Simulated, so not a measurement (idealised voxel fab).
Title: Process Module voxel self aligned contacts
Xsec cut, 180 nm wide, square cell size 5 nm.
The cross-sections in this document take the form of a grid made of square cells. They are written out as bands, in order from top to bottom. Each band consists of one or more rows of cells.
First you get the band's top height and its bottom height, in nm, and then the materials it's made of, left to right, with each width in nm. If you see a single material with "edge to edge", that one covers the band edge to edge. "blank" is empty space.
For the purposes of this specification, 0 denotes the height below which the wafer in its as-received condition is composed wholly of one material, and the lowermost band, lacking a lower limit, extends downward without end, as expressed in "z 0 and below".
You'd read "30..40" like this: the band's top row of cells is as wide as the first number, its bottom row is as wide as the second, and going down, every row changes width by the same amount as the row before did.
"same as before", as given for a step, is the statement that not any cell of the cross-section underwent a change during that step.
For the entry "Cavities, sealed", the listed items are empty spaces with no open way to the top whose size is 8 cells or more; each item follows the pattern width x height at distance, where distance is from the left edge and all three are in nm.
On a step's line, text after the settings is the simulator commenting on that step.
A step's line can hold "overlay nm"; with a mask on that step, the setting says how far right of the planned place the mask lay, while a negative setting says it lay to the left.

## Intended process steps
1,op RECEIVE | material Si
2,op OXIDIZE | depth nm 5
3,op DIRECTIONAL_DEP | material polySi | thk nm 20
4,op DIRECTIONAL_DEP | material SiN | thk nm 15
5,op DIRECTIONAL_DEP | material aC | thk nm 10
6,op PATTERN | tone cover | mask id GATE | material resist | width nm 25 | pitch nm 50 | thk nm 25 | overlay nm 0
7,op DIRECTIONAL_ETCH | etch materials aC | depth nm 10
8,op STRIP | etch materials resist
9,op DIRECTIONAL_ETCH | etch materials SiN | depth nm 15
10,op DIRECTIONAL_ETCH | etch materials polySi | depth nm 20
11,op STRIP | etch materials aC
12,op CONFORMAL_DEP | material SiN | thk nm 5
13,op DIRECTIONAL_ETCH | etch materials SiN | depth nm 5
14,op FILL_DEP | material SiO2 | thk nm 10
15,op CMP | height nm 40
16,op PATTERN | tone open | mask id CONTACT | material resist | width nm 35 | thk nm 15 | overlay nm 0
17,op DIRECTIONAL_ETCH | etch materials SiO2 | depth nm 45
18,op STRIP | etch materials resist
19,op CONFORMAL_DEP | material TiN | thk nm 5
20,op FILL_DEP | material Ru | thk nm 10
21,op CMP | height nm 40
22,op CONFORMAL_DEP | material SiN | thk nm 5

## Wafer at receipt (post step 1), cross-section
> z 0 and below = Si edge to edge
> Cavities, sealed: none

## First wafer of two, sectioned at end of module; run went per plan
> z 45 to 40 = SiN edge to edge
> z 40 to 35 = SiO2: 70, then TiN: 15, then Ru: 5, then TiN: 15, then SiO2: 75
> z 35 to 20 = SiO2: 45, then SiN: 35, then TiN: 5, then Ru: 5, then TiN: 5, then SiN: 35, then SiO2: 50
> z 20 to 0 = SiO2: 45, then SiN: 5, then polySi: 25, then SiN: 5, then TiN: 5, then Ru: 5, then TiN: 5, then SiN: 5, then polySi: 25, then SiN: 5, then SiO2: 50
> z 0 to -5 = SiO2: 80, then TiN: 15, then SiO2: 85
> z -5 and below = Si edge to edge
> Cavities, sealed: none

## Cross-section, wafer two of two, end of module: same start and plan as wafer one, one error in execution
> z 45 to 40 = SiN edge to edge
> z 40 to 35 = SiO2: 70, then TiN: 10, then Ru: 15, then TiN: 10, then SiO2: 75
> z 35 to 20 = SiO2: 50, then SiN: 25, then TiN: 5, then Ru: 15, then TiN: 5, then SiN: 25, then SiO2: 55
> z 20 to 0 = SiO2: 50, then SiN: 5, then polySi: 15, then SiN: 5, then TiN: 5, then Ru: 15, then TiN: 5, then SiN: 5, then polySi: 15, then SiN: 5, then SiO2: 55
> z 0 to -5 = SiO2: 75, then TiN: 25, then SiO2: 80
> z -5 and below = Si edge to edge
> Cavities, sealed: none
Against the plan, the run slipped here: for step 6, the planned setting was not used; the step was instead run as op PATTERN | tone cover | mask id GATE | material resist | width nm 15 | pitch nm 50 | thk nm 25 | overlay nm 0
Count the cells at the end and the second wafer has more or fewer of some materials than the first: +16 Ru, -12 SiN, +12 SiO2, -16 polySi
